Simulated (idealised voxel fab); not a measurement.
This is a process module. Its name is voxel wiring stack.
Displayed cross-section: cut, width of 195 nm, square cells sized 5 nm.
Cross-section layout: square cells on a grid; listed as bands, top to bottom; a band spans one or more cell rows. Quick guide to a band line: top height, bottom height (nm) up front; then every material left to right with its width in nm. Only one material and it's marked "everywhere"? Then it fills the band edge to edge. And "air" just means empty space. Where do heights start? At 0: under that level the wafer as delivered is made of one material only. And the lowest band has no floor; it just carries on downward, as in "from 0 down". When a width is written as two numbers, as in "30->40", the first number is the width in the top row of cells of the band and the second is the width in its bottom row, and the width changes by the same amount from each row to the next. For the purposes of this document, the phrase "no modifications" attached to a step denotes that no cell within the cross-section was modified by that step. Entry "Enclosed void catalog" = empty spaces >= 8 cells with no open way to the top; each as width x height at distance, distance from left edge, all nm. On a step's line, text after the settings is the simulator commenting on that step. Steps that use a mask can have "overlay nm" on their line. It says how far the mask sat to the right of where it was meant to be. Negative means to the left.

Steps planned for the process
step 1: op RECEIVE | material Si
step 2: op CONFORMAL_DEP | material SiO2 | thk nm 15
step 3: op CONFORMAL_DEP | material SiN | thk nm 5
step 4: op DIRECTIONAL_DEP | material lowk | thk nm 15
step 5: op PATTERN | tone open | mask id METAL_1 | material resist | width nm 30 | pitch nm 45 | thk nm 15 | overlay nm 0
step 6: op DIRECTIONAL_ETCH | etch materials lowk | depth nm 15
step 7: op DIRECTIONAL_ETCH | etch materials SiN | depth nm 5
step 8: op STRIP | etch materials resist
step 9: op CONFORMAL_DEP | material TiN | thk nm 5
step 10: op FILL_DEP | material Cu | thk nm 10
step 11: op CMP | height nm 35
step 12: op EPI | material Ru | thk nm 5
step 13: op FILL_DEP | material SiCN | thk nm 5
step 14: op DIRECTIONAL_DEP | material lowk | thk nm 15
step 15: op PATTERN | tone open | mask id PLUG_1 | material resist | width nm 15 | pitch nm 45 | thk nm 15 | overlay nm 0
step 16: op DIRECTIONAL_ETCH | etch materials lowk | depth nm 15
step 17: op DIRECTIONAL_ETCH | etch materials SiCN | depth nm 5
step 18: op STRIP | etch materials resist
step 19: op EPI | material Ru | thk nm 10
step 20: op EPI | material Ru | thk nm 10
step 21: op DIRECTIONAL_DEP | material TiN | thk nm 5
step 22: op DIRECTIONAL_DEP | material Ru | thk nm 20
step 23: op MASKED_ETCH | tone cover | mask id METAL_2 | width nm 30 | pitch nm 45 | etch materials Ru | depth nm 20 | overlay nm 0
step 24: op MASKED_ETCH | tone cover | mask id METAL_2 | width nm 30 | pitch nm 45 | etch materials TiN | depth nm 5 | overlay nm 0
step 25: op FILL_DEP | material SiO2 | thk nm 5
step 26: op CMP | height nm 85
step 27: op CONFORMAL_DEP | material SiCN | thk nm 5
step 28: op DIRECTIONAL_DEP | material SiO2 | thk nm 30
step 29: op PATTERN | tone open | mask id METAL_3 | material resist | width nm 30 | pitch nm 45 | thk nm 15 | overlay nm 0
step 30: op DIRECTIONAL_ETCH | etch materials SiO2 | depth nm 20
step 31: op STRIP | etch materials resist
step 32: op PATTERN | tone open | mask id METAL_3_HOLES | material resist | width nm 15 | pitch nm 90 | thk nm 15 | overlay nm 0
step 33: op DIRECTIONAL_ETCH | etch materials SiO2 | depth nm 10
step 34: op DIRECTIONAL_ETCH | etch materials SiCN | depth nm 5
step 35: op STRIP | etch materials resist
step 36: op CONFORMAL_DEP | material TiN | thk nm 5
step 37: op FILL_DEP | material Cu | thk nm 10
step 38: op CMP | height nm 120
step 39: op CONFORMAL_DEP | material SiCN | thk nm 5

As received, after step 1
    from 0 down | Si everywhere
    Enclosed void catalog: none

What the wafer looks like in cross-section after this module, when it starts as shown above and follows the plan above but one mistake is made in running it
    from 125 to 120 | SiCN everywhere
    from 120 to 105 | 15 nm SiO2 | 5 nm TiN | 20 nm Cu | 5 nm TiN | 15 nm SiO2 | 5 nm TiN | 20 nm Cu | 5 nm TiN | 15 nm SiO2 | 5 nm TiN | 20 nm Cu | 5 nm TiN | 15 nm SiO2 | 5 nm TiN | 20 nm Cu | 5 nm TiN | 15 nm SiO2
    from 105 to 100 | 15 nm SiO2 | 5 nm TiN | 5 nm Cu | 20 nm TiN | 15 nm SiO2 | 30 nm TiN | 15 nm SiO2 | 5 nm TiN | 5 nm Cu | 20 nm TiN | 15 nm SiO2 | 30 nm TiN | 15 nm SiO2
    from 100 to 90 | 15 nm SiO2 | 5 nm TiN | 5 nm Cu | 5 nm TiN | 75 nm SiO2 | 5 nm TiN | 5 nm Cu | 5 nm TiN | 75 nm SiO2
    from 90 to 85 | 15 nm SiCN | 15 nm TiN | 75 nm SiCN | 15 nm TiN | 75 nm SiCN
    from 85 to 65 | 15 nm SiO2 | 30 nm Ru | 15 nm SiO2 | 30 nm Ru | 15 nm SiO2 | 30 nm Ru | 15 nm SiO2 | 30 nm Ru | 15 nm SiO2
    from 65 to 60 | 15 nm SiO2 | 30 nm TiN | 15 nm SiO2 | 30 nm TiN | 15 nm SiO2 | 30 nm TiN | 15 nm SiO2 | 30 nm TiN | 15 nm SiO2
    from 60 to 45 | 20 nm lowk | 15 nm Ru | 30 nm lowk | 15 nm Ru | 30 nm lowk | 15 nm Ru | 30 nm lowk | 15 nm Ru | 25 nm lowk
    from 45 to 35 | 20->10 nm SiCN | 15->40 nm Ru | 30->5 nm SiCN | 15->40 nm Ru | 30->5 nm SiCN | 15->40 nm Ru | 30->5 nm SiCN | 15->40 nm Ru | 25->10 nm SiCN
    from 35 to 20 | 15 nm lowk | 5 nm TiN | 20 nm Cu | 5 nm TiN | 15 nm lowk | 5 nm TiN | 20 nm Cu | 5 nm TiN | 15 nm lowk | 5 nm TiN | 20 nm Cu | 5 nm TiN | 15 nm lowk | 5 nm TiN | 20 nm Cu | 5 nm TiN | 15 nm lowk
    from 20 to 15 | 15 nm SiN | 30 nm TiN | 15 nm SiN | 30 nm TiN | 15 nm SiN | 30 nm TiN | 15 nm SiN | 30 nm TiN | 15 nm SiN
    from 15 to 0 | SiO2 everywhere
    from 0 down | Si everywhere
    Enclosed void catalog: none
Want to know what went wrong? step 15 ran as: op PATTERN | tone open | mask id PLUG_1 | material resist | width nm 15 | pitch nm 45 | thk nm 15 | overlay nm 5
